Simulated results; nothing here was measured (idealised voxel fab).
Process module heading - voxel wiring stack
Square cell edge 5 nm, section width 210 nm, ID cut.
How to read a cross-section here: the picture is a grid of square cells, written as bands going from the top down, and any band can span one or more rows of cells. Look at the band entry: it leads with the top's height and the bottom's height in nm. Then it lists the materials left to right, with a width in nm for each. The word "everywhere" on a single material says that material fills the band edge to edge. The word "blank" is empty space. Convention: height 0 is the level below which the wafer, as received, is all one material. The lowest band does not terminate at the bottom but continues downward, represented as "from 0 down". The expression "30->40" gives the width at the extremes of the band, the first number at its top row of cells and the second at its bottom row, with the width changing by equal amounts from each row to the next in between. "nothing got changed" for a step: no cell of the cross-section changed in that step. Any empty space of 8 cells or more lacking an open way to the top shows up in "Voids, fully enclosed" as width x height at distance, distance from the left edge, in nm. Text after the settings on a step's line: the simulator's own remark on that step. overlay nm: where the mask lay relative to plan, measured to the right, on steps with a mask; negatives go left.

Listed below are the process steps as planned:
| 1 | RECEIVE (material Si) |
| 2 | CONFORMAL_DEP (material SiO2; thk nm 10) |
| 3 | CONFORMAL_DEP (material SiCN; thk nm 5) |
| 4 | DIRECTIONAL_DEP (material SiO2; thk nm 25) |
| 5 | PATTERN (tone open; mask id METAL_1; material resist; width nm 30; pitch nm 60; thk nm 20; overlay nm 0) |
| 6 | DIRECTIONAL_ETCH (etch materials SiO2; depth nm 25) |
| 7 | DIRECTIONAL_ETCH (etch materials SiCN; depth nm 5) |
| 8 | STRIP (etch materials resist) |
| 9 | CONFORMAL_DEP (material TiN; thk nm 5) |
| 10 | FILL_DEP (material Cu; thk nm 5) |
| 11 | CMP (height nm 40) |
| 12 | CONFORMAL_DEP (material SiCN; thk nm 5) |
| 13 | DIRECTIONAL_DEP (material lowk; thk nm 25) |
| 14 | PATTERN (tone open; mask id METAL_2_HOLES; material resist; width nm 15; pitch nm 60; thk nm 20; overlay nm 0) |
| 15 | DIRECTIONAL_ETCH (etch materials lowk; depth nm 25) |
| 16 | STRIP (etch materials resist) |
| 17 | PATTERN (tone open; mask id METAL_2; material resist; width nm 30; pitch nm 60; thk nm 20; overlay nm 0) |
| 18 | DIRECTIONAL_ETCH (etch materials lowk; depth nm 15) |
| 19 | DIRECTIONAL_ETCH (etch materials SiCN; depth nm 5) |
| 20 | STRIP (etch materials resist) |
| 21 | CONFORMAL_DEP (material TiN; thk nm 5) |
| 22 | FILL_DEP (material Ru; thk nm 10) |
| 23 | CMP (height nm 70) |
| 24 | CONFORMAL_DEP (material SiCN; thk nm 5) |
| 25 | DIRECTIONAL_DEP (material SiO2; thk nm 15) |
| 26 | PATTERN (tone open; mask id PLUG_2; material resist; width nm 15; thk nm 15; overlay nm 0) |
| 27 | DIRECTIONAL_ETCH (etch materials SiO2; depth nm 15) |
| 28 | DIRECTIONAL_ETCH (etch materials SiCN; depth nm 5) |
| 29 | STRIP (etch materials resist) |
| 30 | EPI (material Ru; thk nm 10) |
| 31 | EPI (material Ru; thk nm 10) |
| 32 | DIRECTIONAL_DEP (material TiN; thk nm 5) |
| 33 | DIRECTIONAL_DEP (material Ru; thk nm 20) |
| 34 | PATTERN (tone cover; mask id METAL_3; material resist; width nm 30; pitch nm 60; thk nm 20; overlay nm 0) |
| 35 | DIRECTIONAL_ETCH (etch materials Ru; depth nm 20) |
| 36 | DIRECTIONAL_ETCH (etch materials TiN; depth nm 5) |
| 37 | STRIP (etch materials resist) |
| 38 | CONFORMAL_DEP (material SiCN; thk nm 5) |
| 39 | FILL_DEP (material SiO2; thk nm 10) |
| 40 | CMP (height nm 115) |
| 41 | CONFORMAL_DEP (material SiCN; thk nm 5) |
| 42 | DIRECTIONAL_DEP (material SiO2; thk nm 30) |
| 43 | PATTERN (tone open; mask id METAL_4_HOLES; material resist; width nm 15; pitch nm 60; thk nm 15; overlay nm 0) |
| 44 | DIRECTIONAL_ETCH (etch materials SiO2; depth nm 30) |
| 45 | STRIP (etch materials resist) |
| 46 | MASKED_ETCH (tone open; mask id METAL_4; width nm 30; pitch nm 60; etch materials SiO2; depth nm 15; overlay nm 0) |
| 47 | MASKED_ETCH (tone open; mask id METAL_4; width nm 30; pitch nm 60; etch materials SiCN; depth nm 5; overlay nm 0) |
| 48 | CONFORMAL_DEP (material TiN; thk nm 5) |
| 49 | FILL_DEP (material Cu; thk nm 10) |
| 50 | CMP (height nm 150) |
| 51 | CONFORMAL_DEP (material SiCN; thk nm 5) |

Step 1 complete: cross-section of the wafer as received:
    from 0 down: Si everywhere
    Voids, fully enclosed: none

First of two wafers: cross-section at end of module, run per plan:
    from 155 to 150: SiCN everywhere
    from 150 to 140: SiO2: 60 | TiN: 5 | Cu: 20 | TiN: 5 | SiO2: 30 | TiN: 5 | Cu: 20 | TiN: 5 | SiO2: 60
    from 140 to 135: SiO2: 60 | TiN: 5 | Cu: 5 | TiN: 20 | SiO2: 30 | TiN: 5 | Cu: 5 | TiN: 20 | SiO2: 60
    from 135 to 120: SiO2: 60 | TiN: 5 | Cu: 5 | TiN: 5 | SiO2: 45 | TiN: 5 | Cu: 5 | TiN: 5 | SiO2: 75
    from 120 to 115: SiCN: 60 | TiN: 15 | SiCN: 45 | TiN: 15 | SiCN: 75
    from 115 to 95: SiO2: 55 | SiCN: 5 | Ru: 30 | SiCN: 5 | SiO2: 20 | SiCN: 5 | Ru: 30 | SiCN: 5 | SiO2: 55
    from 95 to 90: SiCN: 60 | TiN: 30 | SiCN: 30 | TiN: 30 | SiCN: 60
    from 90 to 75: SiO2: 60 | Ru: 15 | SiO2: 135
    from 75 to 70: SiCN: 60 | Ru: 15 | SiCN: 135
    from 70 to 60: lowk: 60 | TiN: 5 | Ru: 20 | TiN: 5 | lowk: 30 | TiN: 5 | Ru: 20 | TiN: 5 | lowk: 60
    from 60 to 55: lowk: 60 | TiN: 5 | Ru: 5 | TiN: 20 | lowk: 30 | TiN: 5 | Ru: 5 | TiN: 20 | lowk: 60
    from 55 to 45: lowk: 60 | TiN: 5 | Ru: 5 | TiN: 5 | lowk: 45 | TiN: 5 | Ru: 5 | TiN: 5 | lowk: 75
    from 45 to 40: SiCN: 60 | TiN: 15 | SiCN: 45 | TiN: 15 | SiCN: 75
    from 40 to 15: SiO2: 60 | TiN: 5 | Cu: 20 | TiN: 5 | SiO2: 30 | TiN: 5 | Cu: 20 | TiN: 5 | SiO2: 60
    from 15 to 10: SiCN: 60 | TiN: 30 | SiCN: 30 | TiN: 30 | SiCN: 60
    from 10 to 0: SiO2 everywhere
    from 0 down: Si everywhere
    Voids, fully enclosed: none

Cross-sectional view of the second of two wafers upon completion of the module. This wafer shared its starting condition and process plan with the first; one error was made during its execution:
    from 155 to 150: SiCN everywhere
    from 150 to 140: SiO2: 60 | TiN: 5 | Cu: 20 | TiN: 5 | SiO2: 30 | TiN: 5 | Cu: 20 | TiN: 5 | SiO2: 60
    from 140 to 135: SiO2: 60 | TiN: 5 | Cu: 5 | TiN: 20 | SiO2: 30 | TiN: 5 | Cu: 5 | TiN: 20 | SiO2: 60
    from 135 to 120: SiO2: 60 | TiN: 5 | Cu: 5 | TiN: 5 | SiO2: 45 | TiN: 5 | Cu: 5 | TiN: 5 | SiO2: 75
    from 120 to 115: SiCN: 60 | TiN: 15 | SiCN: 45 | TiN: 15 | SiCN: 75
    from 115 to 95: SiO2: 55 | SiCN: 5 | Ru: 30 | SiCN: 5 | SiO2: 20 | SiCN: 5 | Ru: 30 | SiCN: 5 | SiO2: 55
    from 95 to 90: SiCN: 60 | TiN: 30 | SiCN: 30 | TiN: 30 | SiCN: 60
    from 90 to 75: SiO2: 60 | Ru: 15 | SiO2: 135
    from 75 to 70: SiCN: 60 | Ru: 15 | SiCN: 135
    from 70 to 60: Ru: 70 | TiN: 5 | lowk: 15 | TiN: 5 | Ru: 35 | TiN: 5 | lowk: 15 | TiN: 5 | Ru: 55
    from 60 to 55: TiN: 65 | Ru: 5 | TiN: 5 | lowk: 15 | TiN: 35 | Ru: 5 | TiN: 5 | lowk: 15 | TiN: 60
    from 55 to 50: lowk: 60 | TiN: 5 | Ru: 5 | TiN: 5 | lowk: 45 | TiN: 5 | Ru: 5 | TiN: 5 | lowk: 75
    from 50 to 45: lowk: 60 | TiN: 15 | lowk: 45 | TiN: 15 | lowk: 75
    from 45 to 40: SiCN everywhere
    from 40 to 15: SiO2: 60 | TiN: 5 | Cu: 20 | TiN: 5 | SiO2: 30 | TiN: 5 | Cu: 20 | TiN: 5 | SiO2: 60
    from 15 to 10: SiCN: 60 | TiN: 30 | SiCN: 30 | TiN: 30 | SiCN: 60
    from 10 to 0: SiO2 everywhere
    from 0 down: Si everywhere
    Voids, fully enclosed: none
Diagnosis: step 17 did not use the planned setting and instead ran as PATTERN (tone cover; mask id METAL_2; material resist; width nm 30; pitch nm 60; thk nm 20; overlay nm 0)
Per the end-of-run cell counts, the second wafer holds more or fewer of some materials than the first: Ru +46 | SiCN +6 | TiN +20 | lowk -72
